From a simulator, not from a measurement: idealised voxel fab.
process module | voxel plated lines
cross-section cut | 190 nm wide | cells 5 nm
A cross-section is a grid of square cells, given in bands from the top down. A band is one or more rows of cells.
Each band's line starts with the height of the band's top and of its bottom, in nm. Then come its materials from left to right, each with its width in nm. One material with "throughout" fills the band from edge to edge. "air" is empty space.
Height 0 is the level under which the wafer as received is all one material. The lowest band goes on downwards, as in "0 down".
A width such as "30 to 40" changes by the same amount from each row of cells to the next, from the band's top row to its bottom row.
"no change" after a step means that no cell of the cross-section changed.
closed voids: empty space of 8 cells or more with no open way to the top, each as width x height at its distance from the left edge, in nm
after a step's settings: what the simulator itself notes on the step
overlay nm, on a step with a mask: how far to the right of its planned place the mask lay; to the left if negative
plan
1 op RECEIVE | material Si
2 op CONFORMAL_DEP | material Al2O3 | thk nm 15
3 op DIRECTIONAL_DEP | material TiN | thk nm 5
4 op PATTERN | tone open | mask id LINES | material resist | width nm 15 | pitch nm 40 | thk nm 15 | overlay nm 0
5 op EPI | material Ru | thk nm 10
6 op STRIP | etch materials resist
7 op DIRECTIONAL_ETCH | etch materials TiN | depth nm 5
8 op CONFORMAL_DEP | material SiCN | thk nm 5
varied across the wafers: width nm of step 4. The plan shows the first wafer's value. All wafers start alike
first wafer as received, after step 1
  0 down: Si throughout
  closed voids: none
first wafer at the end, after step 8
  35 to 30: air 45 | SiCN 25 | air 15 | SiCN 25 | air 15 | SiCN 25 | air 40
  30 to 20: air 45 | SiCN 5 | Ru 15 | SiCN 5 | air 15 | SiCN 5 | Ru 15 | SiCN 5 | air 15 | SiCN 5 | Ru 15 | SiCN 5 | air 40
  20 to 15: SiCN 50 | TiN 15 | SiCN 25 | TiN 15 | SiCN 25 | TiN 15 | SiCN 45
  15 to 0: Al2O3 throughout
  0 down: Si throughout
  closed voids: none
last wafer at the end
  35 to 30: air 40 | SiCN 35 | air 5 | SiCN 35 | air 5 | SiCN 35 | air 35
  30 to 20: air 40 | SiCN 5 | Ru 25 | SiCN 5 | air 5 | SiCN 5 | Ru 25 | SiCN 5 | air 5 | SiCN 5 | Ru 25 | SiCN 5 | air 35
  20 to 15: SiCN 45 | TiN 25 | SiCN 15 | TiN 25 | SiCN 15 | TiN 25 | SiCN 40
  15 to 0: Al2O3 throughout
  0 down: Si throughout
  closed voids: none
each wafer at the end: cells of each material gained (+) or lost (-) since it was received, then its closed voids
width nm 15 | +114 Al2O3 | +18 Ru | +56 SiCN | +9 TiN | closed voids: none
width nm 20 | +114 Al2O3 | +24 Ru | +56 SiCN | +12 TiN | closed voids: none
width nm 25 | +114 Al2O3 | +30 Ru | +56 SiCN | +15 TiN | closed voids: none
